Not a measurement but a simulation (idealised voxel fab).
Process module name: voxel double patterning
This is section cut - it's 150 nm across, gridded in 5 nm square cells.
Each cross-section below is a grid of square cells, stated as bands in top-down order, with one or more rows of cells making up each band. Basically the band line says how high the top is and how high the bottom is, in nm, and then what's in it from left to right, every material with its width in nm. Empty space shows up as "air", and if a single material carries "throughout" it runs the full band edge to edge. Zero point of the height axis is 0; under it, received wafer = one material. Lowest band: continues down indefinitely, "0 nm and below". With a width like "30 to 40", each row of cells in the band differs from the next by the same amount, the top row carrying the first number and the bottom row the second. Step marked "no alterations made"? Then no cell in the cross-section changed in it. "Trapped cavities" contains a list of empty spaces, each no smaller than 8 cells and without an open way to the top, written in the form width x height at distance with the distance from the left edge and all three in nm. Post-settings text on a step line: simulator's own remark regarding the step. overlay nm: for a step with a mask, the amount by which the mask lay right of where it was planned; a negative amount means left of it.

STEPS IN THE PROCESS PLAN
1 RECEIVE, material Si
2 CONFORMAL_DEP, material SiN, thk nm 5
3 DIRECTIONAL_DEP, material SiO2, thk nm 15
4 DIRECTIONAL_DEP, material SiCN, thk nm 10
5 PATTERN, tone open, mask id FIRST, material resist, width nm 15, pitch nm 50, thk nm 20, overlay nm 0
6 DIRECTIONAL_ETCH, etch materials SiCN, depth nm 5
7 STRIP, etch materials resist
8 MASKED_ETCH, tone open, mask id SECOND, width nm 15, etch materials SiCN, depth nm 10, overlay nm 0
9 DIRECTIONAL_ETCH, etch materials SiO2, depth nm 15
10 STRIP, etch materials SiCN
Wafer-to-wafer difference: depth nm, step 6. Common start. Plan = first wafer's value.

SO THIS IS THE FIRST OF SEVERAL WAFERS, CROSS-SECTIONED AS IT CAME TO US, MEANING IT'S AT THE END OF STEP 1
  0 nm and below = Si throughout
  Trapped cavities: none

TABLE: WAFERS, A ROW EACH; END-OF-MODULE CELL CHANGE PER MATERIAL SINCE RECEIPT, GAIN (+), LOSS (-); THEN CLOSED VOIDS
depth nm 5, +30 SiN, +81 SiO2, Trapped cavities: none
depth nm 10, +30 SiN, +63 SiO2, Trapped cavities: none
depth nm 15, +30 SiN, +63 SiO2, Trapped cavities: none
depth nm 20, +30 SiN, +63 SiO2, Trapped cavities: none
depth nm 25, +30 SiN, +63 SiO2, Trapped cavities: none
